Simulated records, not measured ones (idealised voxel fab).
The name of this process module is voxel gate over fins.
Displayed cross-section: cut, width of 275 nm, square cells sized 5 nm.
Heads up, the way a cross-section reads in here is a grid of square cells, handed over as bands from the top down, with every band being one or more rows of cells.
First you get the band's top height and its bottom height, in nm, and then the materials it's made of, left to right, with each width in nm. If you see a single material with "everywhere", that one covers the band edge to edge. "blank" is empty space.
Heights are measured from 0, the level below which the as-received wafer is all one material; the lowest band has no bottom and continues downward, written as in "z 0 and below".
When a width is written as two numbers, as in "30..40", the first number is the width in the top row of cells of the band and the second is the width in its bottom row, and the width changes by the same amount from each row to the next.
Where the words "no change" appear for a step, the cross-section shows no cell changed by that step; every cell remained as before.
"Closed empty spaces" - sealed voids, min. 8 cells, no opening to top; format: width x height at distance (distance from left edge; nm throughout).
Whatever follows a step's settings on its line is a remark the simulator itself makes about that step.
The setting "overlay nm" may be written on the line of a step. When the step uses a mask, the value reports how far to the right of the planned place the mask lay, and a negative value reports that it lay to the left.
**Steps in the process plan**
1. RECEIVE (material Si)
2. CONFORMAL_DEP (material SiN; thk nm 10)
3. MASKED_ETCH (tone cover; mask id FINS; width nm 15; pitch nm 55; etch materials SiN; depth nm 10; overlay nm 0)
4. MASKED_ETCH (tone cover; mask id FINS; width nm 15; pitch nm 55; etch materials Si; depth nm 35; overlay nm 0)
5. FILL_DEP (material SiO2; thk nm 10)
6. CMP (height nm 10)
7. PATTERN (tone open; mask id RAIL; material resist; width nm 15; thk nm 15; overlay nm 0)
8. DIRECTIONAL_ETCH (etch materials SiO2; depth nm 40)
9. STRIP (etch materials resist)
10. CONFORMAL_DEP (material TiN; thk nm 5)
11. FILL_DEP (material W; thk nm 10)
12. CMP (height nm 10)
13. SELECTIVE_ETCH (etch materials W Ru TiN; depth nm 30)
14. FILL_DEP (material SiO2; thk nm 5)
15. CMP (height nm 10)
16. SELECTIVE_ETCH (etch materials SiO2; depth nm 25)
17. STRIP (etch materials SiN)
18. CONFORMAL_DEP (material HfO2; thk nm 5)
19. CONFORMAL_DEP (material TiN; thk nm 5)
20. CONFORMAL_DEP (material TiAl; thk nm 5)
21. CONFORMAL_DEP (material TiN; thk nm 5)
22. FILL_DEP (material W; thk nm 10)
23. CMP (height nm 25)
24. CONFORMAL_DEP (material SiN; thk nm 10)
**So this is the incoming wafer in cross-section - it's already been through step 1**
    z 0 and below  Si everywhere
    Closed empty spaces: none
**The first of two wafers, cross-sectioned at the end of the module, with the run proceeding as planned**
    z 35 to 25  SiN everywhere
    z 25 to 20  W everywhere
    z 20 to 15  80 of W; 110 of TiN; 85 of W
    z 15 to 10  80 of W; 5 of TiN; 45 of TiAl; 10 of TiN; 45 of TiAl; 5 of TiN; 85 of W
    z 10 to 5  80 of W; 5 of TiN; 5 of TiAl; 35 of TiN; 5 of TiAl; 10 of TiN; 5 of TiAl; 35 of TiN; 5 of TiAl; 5 of TiN; 85 of W
    z 5 to 0  85 of TiN; 5 of TiAl; 5 of TiN; 25 of HfO2; 5 of TiN; 5 of TiAl; 10 of TiN; 5 of TiAl; 5 of TiN; 25 of HfO2; 5 of TiN; 5 of TiAl; 90 of TiN
    z 0 to -5  90 of TiAl; 5 of TiN; 5 of HfO2; 15 of Si; 5 of HfO2; 5 of TiN; 20 of TiAl; 5 of TiN; 5 of HfO2; 15 of Si; 5 of HfO2; 5 of TiN; 95 of TiAl
    z -5 to -10  95 of TiN; 5 of HfO2; 15 of Si; 5 of HfO2; 30 of TiN; 5 of HfO2; 15 of Si; 5 of HfO2; 100 of TiN
    z -10 to -15  100 of HfO2; 15 of Si; 40 of HfO2; 15 of Si; 105 of HfO2
    z -15 to -20  100 of SiO2; 15 of Si; 40 of SiO2; 15 of Si; 105 of SiO2
    z -20 to -25  100 of SiO2; 15 of Si; 10 of SiO2; 5 of TiN; 5 of W; 5 of TiN; 15 of SiO2; 15 of Si; 105 of SiO2
    z -25 to -30  100 of SiO2; 15 of Si; 10 of SiO2; 15 of TiN; 15 of SiO2; 15 of Si; 105 of SiO2
    z -30 to -35  100 of SiO2; 15 of Si; 40 of SiO2; 15 of Si; 105 of SiO2
    z -35 and below  Si everywhere
    Closed empty spaces: none
**This is the second of the two wafers, cross-sectioned at the end of the module; it started exactly like the first and was given the same plan, but it was run with one mistake**
    z 35 to 25  SiN everywhere
    z 25 to 20  W everywhere
    z 20 to 15  80 of W; 110 of TiN; 85 of W
    z 15 to 10  80 of W; 5 of TiN; 45 of TiAl; 10 of TiN; 45 of TiAl; 5 of TiN; 85 of W
    z 10 to 5  80 of W; 5 of TiN; 5 of TiAl; 35 of TiN; 5 of TiAl; 10 of TiN; 5 of TiAl; 35 of TiN; 5 of TiAl; 5 of TiN; 85 of W
    z 5 to 0  85 of TiN; 5 of TiAl; 5 of TiN; 25 of HfO2; 5 of TiN; 5 of TiAl; 10 of TiN; 5 of TiAl; 5 of TiN; 25 of HfO2; 5 of TiN; 5 of TiAl; 90 of TiN
    z 0 to -5  90 of TiAl; 5 of TiN; 5 of HfO2; 15 of Si; 5 of HfO2; 5 of TiN; 20 of TiAl; 5 of TiN; 5 of HfO2; 15 of Si; 5 of HfO2; 5 of TiN; 95 of TiAl
    z -5 to -10  95 of TiN; 5 of HfO2; 15 of Si; 5 of HfO2; 30 of TiN; 5 of HfO2; 15 of Si; 5 of HfO2; 100 of TiN
    z -10 to -15  100 of HfO2; 15 of Si; 40 of HfO2; 15 of Si; 105 of HfO2
    z -15 to -20  100 of SiO2; 15 of Si; 40 of SiO2; 15 of Si; 105 of SiO2
    z -20 to -25  100 of SiO2; 15 of Si; 5 of TiN; 5 of W; 5 of TiN; 25 of SiO2; 15 of Si; 105 of SiO2
    z -25 to -30  100 of SiO2; 15 of Si; 15 of TiN; 25 of SiO2; 15 of Si; 105 of SiO2
    z -30 to -35  100 of SiO2; 15 of Si; 40 of SiO2; 15 of Si; 105 of SiO2
    z -35 and below  Si everywhere
    Closed empty spaces: none
what went wrong: planned and actual differ for step 7; actual: PATTERN (tone open; mask id RAIL; material resist; width nm 15; thk nm 15; overlay nm -10)
If you tally the cells, the second wafer ends up with the same amount of every material as the first; it's all just sitting in different places.
